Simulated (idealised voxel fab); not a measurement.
process module | voxel gate over fins
cross-section cut | 145 nm wide | cells 5 nm
A cross-section is a grid of square cells, given in bands from the top down. A band is one or more rows of cells.
Each band's line starts with the height of the band's top and of its bottom, in nm. Then come its materials from left to right, each with its width in nm. One material with "throughout" fills the band from edge to edge. "air" is empty space.
Height 0 is the level under which the wafer as received is all one material. The lowest band goes on downwards, as in "0 down".
A width such as "30 to 40" changes by the same amount from each row of cells to the next, from the band's top row to its bottom row.
"no change" after a step means that no cell of the cross-section changed.
closed voids: empty space of 8 cells or more with no open way to the top, each as width x height at its distance from the left edge, in nm
after a step's settings: what the simulator itself notes on the step
overlay nm, on a step with a mask: how far to the right of its planned place the mask lay; to the left if negative
plan
1 op RECEIVE | material Si
2 op CONFORMAL_DEP | material SiN | thk nm 10
3 op DIRECTIONAL_DEP | material aC | thk nm 15
4 op PATTERN | tone cover | mask id FINS | material resist | width nm 15 | pitch nm 40 | thk nm 35 | overlay nm 0
5 op DIRECTIONAL_ETCH | etch materials aC | depth nm 15
6 op STRIP | etch materials resist
7 op DIRECTIONAL_ETCH | etch materials SiN | depth nm 10
8 op DIRECTIONAL_ETCH | etch materials Si | depth nm 30
9 op STRIP | etch materials aC
10 op OXIDIZE | depth nm 5
11 op FILL_DEP | material SiO2 | thk nm 10
12 op CMP | height nm 10
13 op SELECTIVE_ETCH | etch materials SiO2 | depth nm 25
14 op STRIP | etch materials SiN
15 op CONFORMAL_DEP | material HfO2 | thk nm 5
16 op CONFORMAL_DEP | material TiN | thk nm 5
17 op FILL_DEP | material W | thk nm 10
18 op CMP | height nm 15
19 op CONFORMAL_DEP | material SiN | thk nm 5
as received, after step 1
  0 down: Si throughout
  closed voids: none
first wafer at the end, as planned
  20 to 15: SiN throughout
  15 to 10: W throughout
  10 to 5: W 20 | TiN 25 | W 15 | TiN 25 | W 15 | TiN 25 | W 20
  5 to 0: W 20 | TiN 5 | HfO2 15 | TiN 5 | W 15 | TiN 5 | HfO2 15 | TiN 5 | W 15 | TiN 5 | HfO2 15 | TiN 5 | W 20
  0 to -5: W 20 | TiN 5 | HfO2 5 | Si 5 | HfO2 5 | TiN 5 | W 15 | TiN 5 | HfO2 5 | Si 5 | HfO2 5 | TiN 5 | W 15 | TiN 5 | HfO2 5 | Si 5 | HfO2 5 | TiN 5 | W 20
  -5 to -10: TiN 25 | HfO2 5 | Si 5 | HfO2 5 | TiN 25 | HfO2 5 | Si 5 | HfO2 5 | TiN 25 | HfO2 5 | Si 5 | HfO2 5 | TiN 25
  -10 to -15: HfO2 30 | Si 5 | HfO2 35 | Si 5 | HfO2 35 | Si 5 | HfO2 30
  -15 to -35: SiO2 30 | Si 5 | SiO2 35 | Si 5 | SiO2 35 | Si 5 | SiO2 30
  -35 down: Si throughout
  closed voids: none
second wafer at the end: like start, like plan, one mistake
  20 to 15: SiN throughout
  15 to 10: W throughout
  10 to 5: W 20 | TiN 25 | W 15 | TiN 25 | W 15 | TiN 25 | W 20
  5 to 0: W 20 | TiN 5 | HfO2 15 | TiN 5 | W 15 | TiN 5 | HfO2 15 | TiN 5 | W 15 | TiN 5 | HfO2 15 | TiN 5 | W 20
  0 to -5: W 20 | TiN 5 | HfO2 5 | Si 5 | HfO2 5 | TiN 5 | W 15 | TiN 5 | HfO2 5 | Si 5 | HfO2 5 | TiN 5 | W 15 | TiN 5 | HfO2 5 | Si 5 | HfO2 5 | TiN 5 | W 20
  -5 to -10: TiN 25 | HfO2 5 | Si 5 | HfO2 5 | TiN 25 | HfO2 5 | Si 5 | HfO2 5 | TiN 25 | HfO2 5 | Si 5 | HfO2 5 | TiN 25
  -10 to -15: HfO2 30 | Si 5 | HfO2 35 | Si 5 | HfO2 35 | Si 5 | HfO2 30
  -15 to -45: SiO2 30 | Si 5 | SiO2 35 | Si 5 | SiO2 35 | Si 5 | SiO2 30
  -45 down: Si throughout
  closed voids: none
what went wrong: step 8 ran as: op DIRECTIONAL_ETCH | etch materials Si | depth nm 40
at the end the second wafer has, in cells: 52 fewer of Si | 52 more of SiO2
